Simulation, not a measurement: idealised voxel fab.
process module | voxel tone inversion
The width of the displayed cross-section, cut, is 175 nm; its cells are square, with a size of 5 nm.
For the purposes of this document, a cross-section shall be understood as a grid of square cells, specified as bands listed in top-to-bottom order, each band consisting of one or more rows of cells. Band: top and bottom heights (nm) first, top before bottom; then materials from left to right, widths in nm. "full width" marks a sole material filling the band edge to edge. "blank" denotes empty space. Heads up on the height convention: 0 is the point under which the incoming wafer is all one material, and the lowest band has no bottom, it just keeps going down, like "0..down". Width: "30->40" (first number = top row, second number = bottom row, same change from row to row of cells). The designation "nothing altered", where it is given for a processing step, indicates that no cell of the cross-section was altered in the course of that step. Look at "Enclosed void entries" for the closed voids: empty spaces with no open path to the top, sized 8 cells or up. Each is width x height at distance, distance from the left edge, all nm. Step line, after settings: the simulator's comment on this step. overlay nm: how far to the right of its planned place the mask lay on this masked step (negative: to the left).

**These are the steps we planned for the process**
1. RECEIVE with material Si
2. CONFORMAL_DEP with material SiN, thk nm 5
3. DIRECTIONAL_DEP with material aC, thk nm 20
4. PATTERN with tone cover, mask id POSTS, material resist, width nm 25, pitch nm 40, thk nm 25, overlay nm 0
5. DIRECTIONAL_ETCH with etch materials aC, depth nm 20
6. STRIP with etch materials resist
7. FILL_DEP with material SiO2, thk nm 10
8. CMP with height nm 25
9. STRIP with etch materials aC
10. CONFORMAL_DEP with material TiN, thk nm 5
11. FILL_DEP with material Cu, thk nm 5
12. CMP with height nm 25
13. CONFORMAL_DEP with material SiN, thk nm 5

**As-received wafer cross-section (after step 1)**
> 0..down: Si full width
> Enclosed void entries: none

**The first of two wafers, cross-sectioned at the end of the module, with the run proceeding as planned**
> 30..25: SiN full width
> 25..10: 15 of SiO2  5 of TiN  15 of Cu  5 of TiN  15 of SiO2  5 of TiN  15 of Cu  5 of TiN  15 of SiO2  5 of TiN  15 of Cu  5 of TiN  15 of SiO2  5 of TiN  15 of Cu  5 of TiN  15 of SiO2
> 10..5: 15 of SiO2  25 of TiN  15 of SiO2  25 of TiN  15 of SiO2  25 of TiN  15 of SiO2  25 of TiN  15 of SiO2
> 5..0: SiN full width
> 0..down: Si full width
> Enclosed void entries: none

**Second wafer cross-section at end of module - shared start and plan with the first, one mistake in the run**
> 30..25: SiN full width
> 25..10: 10 of Cu  5 of TiN  25 of SiO2  5 of TiN  5 of Cu  5 of TiN  25 of SiO2  5 of TiN  5 of Cu  5 of TiN  25 of SiO2  5 of TiN  5 of Cu  5 of TiN  25 of SiO2  5 of TiN  10 of Cu
> 10..5: 15 of TiN  25 of SiO2  15 of TiN  25 of SiO2  15 of TiN  25 of SiO2  15 of TiN  25 of SiO2  15 of TiN
> 5..0: SiN full width
> 0..down: Si full width
> Enclosed void entries: none
Error vs. plan: not per plan at step 4, really ran PATTERN with tone open, mask id POSTS, material resist, width nm 25, pitch nm 40, thk nm 25, overlay nm 0
Final cells, second wafer relative to first, materials higher or lower: Cu -15; SiO2 +20; TiN -5
